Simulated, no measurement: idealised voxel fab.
Process module heading - voxel ribs on slabs
For reference, the cross-section in this document is cut, with width 190 nm and square cells of 5 nm.
Cross-sections here: square-cell grids, written as top-down lists of bands, a band being one or more rows of cells.
This entry defines a band. It first specifies the height of the band's top and the height of its bottom in nm, and then specifies the band's materials from left to right, stating each material with its width in nm. The word "edge to edge" identifies a single material that fills the band from edge to edge, while the word "air" identifies empty space.
Height datum 0, below which the as-received substrate wafer is one material. Lowest band open at the bottom, running downward: "0..down".
The notation "30->40" denotes a width that varies across the rows of cells in the band, beginning at the first number in the top row, finishing at the second number in the bottom row, and changing by an identical amount from each row to the next.
It should be understood that the words "remained unchanged", when stated for a given step, signify that the cross-section underwent no change in any of its cells during that step.
Enclosed voids (no open way to top), threshold 8 cells or more, entry "Completely enclosed voids", notation width x height at distance, distance from left edge, nm.
On each step's line, the part that comes after the settings is the simulator's own comment on the step.
overlay nm, on a step with a mask: how far to the right of its planned place the mask lay; to the left if negative
Listed below are the process steps as planned
1. RECEIVE | material Si
2. DIRECTIONAL_DEP | material SiO2 | thk nm 25
3. DIRECTIONAL_DEP | material polySi | thk nm 15
4. DIRECTIONAL_DEP | material aC | thk nm 15
5. PATTERN | tone cover | mask id RIB | material resist | width nm 30 | thk nm 30 | overlay nm 0
6. DIRECTIONAL_ETCH | etch materials aC | depth nm 15
7. STRIP | etch materials resist
8. DIRECTIONAL_ETCH | etch materials polySi | depth nm 10
9. STRIP | etch materials aC
10. DIRECTIONAL_DEP | material aC | thk nm 10
11. PATTERN | tone cover | mask id SLAB | material resist | width nm 60 | thk nm 25 | overlay nm 0
12. DIRECTIONAL_ETCH | etch materials aC | depth nm 10
13. STRIP | etch materials resist
14. DIRECTIONAL_ETCH | etch materials polySi | depth nm 5
15. STRIP | etch materials aC
16. FILL_DEP | material SiO2 | thk nm 15
17. CMP | height nm 50
18. DIRECTIONAL_DEP | material TiN | thk nm 5
19. DIRECTIONAL_DEP | material aC | thk nm 10
20. PATTERN | tone cover | mask id HEATER | material resist | width nm 40 | thk nm 30 | overlay nm 0
21. DIRECTIONAL_ETCH | etch materials aC | depth nm 10
22. STRIP | etch materials resist
23. DIRECTIONAL_ETCH | etch materials TiN | depth nm 5
24. STRIP | etch materials aC
25. CONFORMAL_DEP | material SiO2 | thk nm 5
Wafer cross-section on receipt, i.e. after step 1
    0..down  Si edge to edge
    Completely enclosed voids: none
Post-module cross-section: identical start and plan to those above, one misstep in execution
    55..50  air 75 nm, TiN 40 nm, air 75 nm
    50..40  SiO2 edge to edge
    40..30  SiO2 80 nm, polySi 30 nm, SiO2 80 nm
    30..25  SiO2 65 nm, polySi 60 nm, SiO2 65 nm
    25..0  SiO2 edge to edge
    0..down  Si edge to edge
    Completely enclosed voids: none
Where did the run depart from the plan? yeah, step 25 of the plan got skipped, never ran
